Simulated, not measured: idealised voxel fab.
Name of the process module below: voxel self aligned contacts
Pictured: cross-section cut, 175 nm wide, on a grid of 5 nm square cells.
Cross-section layout: square cells on a grid; listed as bands, top to bottom; a band spans one or more cell rows.
Within each band entry, the heights of the top and of the bottom of the band appear first, in that order and in nm; the materials of the band then follow from left to right, each with its corresponding width in nm. The designation "everywhere" on a single material indicates that it fills the band from edge to edge; the designation "empty" indicates empty space.
Height 0 is the level under which the wafer as received is all one material. The lowest band goes on downwards, as in "z 0 and below".
A width such as "30->40" changes by the same amount from each row of cells to the next, from the band's top row to its bottom row.
A step reported as "same as before" is a step in which no cell of the cross-section changed.
The entry "Sealed void list" lists the empty spaces that cover at least 8 cells and have no open path to the top. Each is written as width x height at distance, where the distance is measured from the left edge and all three values are in nm.
Note: text after step settings on the step line = simulator remark on that step.
"overlay nm" denotes, for a step that has a mask, the displacement of the mask to the right of its planned place, with negative values corresponding to the left.

Steps in the process plan:
1: op RECEIVE | material Si
2: op OXIDIZE | depth nm 5
3: op DIRECTIONAL_DEP | material polySi | thk nm 25
4: op DIRECTIONAL_DEP | material SiN | thk nm 20
5: op MASKED_ETCH | tone cover | mask id GATE | width nm 25 | pitch nm 65 | etch materials SiN | depth nm 20 | overlay nm 0
6: op MASKED_ETCH | tone cover | mask id GATE | width nm 25 | pitch nm 65 | etch materials polySi | depth nm 25 | overlay nm 0
7: op CONFORMAL_DEP | material SiN | thk nm 10
8: op DIRECTIONAL_ETCH | etch materials SiN | depth nm 10
9: op FILL_DEP | material SiO2 | thk nm 10
10: op CMP | height nm 50
11: op PATTERN | tone open | mask id CONTACT | material resist | width nm 50 | thk nm 15 | overlay nm 0
12: op DIRECTIONAL_ETCH | etch materials SiO2 | depth nm 55
13: op STRIP | etch materials resist
14: op CONFORMAL_DEP | material TiN | thk nm 5
15: op FILL_DEP | material W | thk nm 10
16: op CMP | height nm 50
17: op CONFORMAL_DEP | material SiCN | thk nm 5

First of the two wafers, run per plan:

Shown in cross-section is the wafer as received, that is, as it stands after step 1:
* z 0 and below  Si everywhere
* Sealed void list: none

After step 2, in cross-section:
* z 0 to -5  SiO2 everywhere
* Rest of section, below -5: as before.

After step 3, in cross-section:
* z 25 to 0  polySi everywhere
* Rest of section, below 0: as before.

After step 4, in cross-section:
* z 45 to 25  SiN everywhere
* Rest of section, below 25: as before.

After step 5, in cross-section:
* z 45 to 25  40 of empty | 25 of SiN | 40 of empty | 25 of SiN | 45 of empty
* Rest of section, below 25: as before.

After step 6, in cross-section:
* z 45 to 25  40 of empty | 25 of SiN | 40 of empty | 25 of SiN | 45 of empty
* z 25 to 0  40 of empty | 25 of polySi | 40 of empty | 25 of polySi | 45 of empty
* Rest of section, below 0: as before.

After step 7, in cross-section:
* z 55 to 25  30 of empty | 45 of SiN | 20 of empty | 45 of SiN | 35 of empty
* z 25 to 10  30 of empty | 10 of SiN | 25 of polySi | 10 of SiN | 20 of empty | 10 of SiN | 25 of polySi | 10 of SiN | 35 of empty
* z 10 to 0  40 of SiN | 25 of polySi | 40 of SiN | 25 of polySi | 45 of SiN
* Rest of section, below 0: as before.

After step 8, in cross-section:
* z 45 to 25  30 of empty | 45 of SiN | 20 of empty | 45 of SiN | 35 of empty
* z 25 to 0  30 of empty | 10 of SiN | 25 of polySi | 10 of SiN | 20 of empty | 10 of SiN | 25 of polySi | 10 of SiN | 35 of empty
* Rest of section, below 0: as before.

After step 9, in cross-section:
* z 55 to 45  SiO2 everywhere
* z 45 to 25  30 of SiO2 | 45 of SiN | 20 of SiO2 | 45 of SiN | 35 of SiO2
* z 25 to 0  30 of SiO2 | 10 of SiN | 25 of polySi | 10 of SiN | 20 of SiO2 | 10 of SiN | 25 of polySi | 10 of SiN | 35 of SiO2
* Rest of section, below 0: as before.

After step 10, in cross-section:
* z 50 to 45  SiO2 everywhere
* Rest of section, below 45: as before.

After step 11, in cross-section:
* z 65 to 50  60 of resist | 50 of empty | 65 of resist
* Rest of section, below 50: as before.

After step 12, in cross-section:
* z 65 to 50  60 of resist | 50 of empty | 65 of resist
* z 50 to 45  60 of SiO2 | 50 of empty | 65 of SiO2
* z 45 to 25  30 of SiO2 | 45 of SiN | 20 of empty | 45 of SiN | 35 of SiO2
* z 25 to 0  30 of SiO2 | 10 of SiN | 25 of polySi | 10 of SiN | 20 of empty | 10 of SiN | 25 of polySi | 10 of SiN | 35 of SiO2
* z 0 to -5  75 of SiO2 | 20 of empty | 80 of SiO2
* Rest of section, below -5: as before.

After step 13, in cross-section:
* z 50 to 45  60 of SiO2 | 50 of empty | 65 of SiO2
* Rest of section, below 45: as before.

After step 14, in cross-section:
* z 55 to 50  65 of TiN | 40 of empty | 70 of TiN
* z 50 to 45  60 of SiO2 | 20 of TiN | 10 of empty | 20 of TiN | 65 of SiO2
* z 45 to 25  30 of SiO2 | 45 of SiN | 5 of TiN | 10 of empty | 5 of TiN | 45 of SiN | 35 of SiO2
* z 25 to 0  30 of SiO2 | 10 of SiN | 25 of polySi | 10 of SiN | 5 of TiN | 10 of empty | 5 of TiN | 10 of SiN | 25 of polySi | 10 of SiN | 35 of SiO2
* z 0 to -5  75 of SiO2 | 20 of TiN | 80 of SiO2
* Rest of section, below -5: as before.

After step 15, in cross-section:
* z 65 to 55  W everywhere
* z 55 to 50  65 of TiN | 40 of W | 70 of TiN
* z 50 to 45  60 of SiO2 | 20 of TiN | 10 of W | 20 of TiN | 65 of SiO2
* z 45 to 25  30 of SiO2 | 45 of SiN | 5 of TiN | 10 of W | 5 of TiN | 45 of SiN | 35 of SiO2
* z 25 to 0  30 of SiO2 | 10 of SiN | 25 of polySi | 10 of SiN | 5 of TiN | 10 of W | 5 of TiN | 10 of SiN | 25 of polySi | 10 of SiN | 35 of SiO2
* Rest of section, below 0: as before.

After step 16, in cross-section:
* z 50 to 45  60 of SiO2 | 20 of TiN | 10 of W | 20 of TiN | 65 of SiO2
* Rest of section, below 45: as before.

After step 17, in cross-section:
* z 55 to 50  SiCN everywhere
* Rest of section, below 50: as before.

Wafer two. Same start, same plan, one slip in execution. Same as wafer one through step 10, inclusive:

Second wafer, cut view, end of step 11 per plan:
* z 65 to 50  65 of resist | 50 of empty | 60 of resist
* Rest of section, below 50: as before.

Second wafer, cut view, end of step 12 per plan:
* z 65 to 50  65 of resist | 50 of empty | 60 of resist
* z 50 to 45  65 of SiO2 | 50 of empty | 60 of SiO2
* z 45 to 25  30 of SiO2 | 45 of SiN | 20 of empty | 45 of SiN | 35 of SiO2
* z 25 to 0  30 of SiO2 | 10 of SiN | 25 of polySi | 10 of SiN | 20 of empty | 10 of SiN | 25 of polySi | 10 of SiN | 35 of SiO2
* z 0 to -5  75 of SiO2 | 20 of empty | 80 of SiO2
* Rest of section, below -5: as before.

Second wafer, cut view, end of step 13 per plan:
* z 50 to 45  65 of SiO2 | 50 of empty | 60 of SiO2
* Rest of section, below 45: as before.

Second wafer, cut view, end of step 14 per plan:
* z 55 to 50  70 of TiN | 40 of empty | 65 of TiN
* z 50 to 45  65 of SiO2 | 15 of TiN | 10 of empty | 25 of TiN | 60 of SiO2
* z 45 to 25  30 of SiO2 | 45 of SiN | 5 of TiN | 10 of empty | 5 of TiN | 45 of SiN | 35 of SiO2
* z 25 to 0  30 of SiO2 | 10 of SiN | 25 of polySi | 10 of SiN | 5 of TiN | 10 of empty | 5 of TiN | 10 of SiN | 25 of polySi | 10 of SiN | 35 of SiO2
* z 0 to -5  75 of SiO2 | 20 of TiN | 80 of SiO2
* Rest of section, below -5: as before.

Second wafer, cut view, end of step 15 per plan:
* z 65 to 55  W everywhere
* z 55 to 50  70 of TiN | 40 of W | 65 of TiN
* z 50 to 45  65 of SiO2 | 15 of TiN | 10 of W | 25 of TiN | 60 of SiO2
* z 45 to 25  30 of SiO2 | 45 of SiN | 5 of TiN | 10 of W | 5 of TiN | 45 of SiN | 35 of SiO2
* z 25 to 0  30 of SiO2 | 10 of SiN | 25 of polySi | 10 of SiN | 5 of TiN | 10 of W | 5 of TiN | 10 of SiN | 25 of polySi | 10 of SiN | 35 of SiO2
* Rest of section, below 0: as before.

Second wafer, cut view, end of step 16 per plan:
* z 50 to 45  65 of SiO2 | 15 of TiN | 10 of W | 25 of TiN | 60 of SiO2
* Rest of section, below 45: as before.

Second wafer, cut view, end of step 17 per plan:
* z 55 to 50  SiCN everywhere
* Rest of section, below 50: as before.
Which mistake was made when the wafer was run? step 11 ran differently from the plan; actual operation with settings: op PATTERN | tone open | mask id CONTACT | material resist | width nm 50 | thk nm 15 | overlay nm 5
Comparing end states, the material composition by cell count is preserved from the first wafer to the second, while the locations of the cells are not.
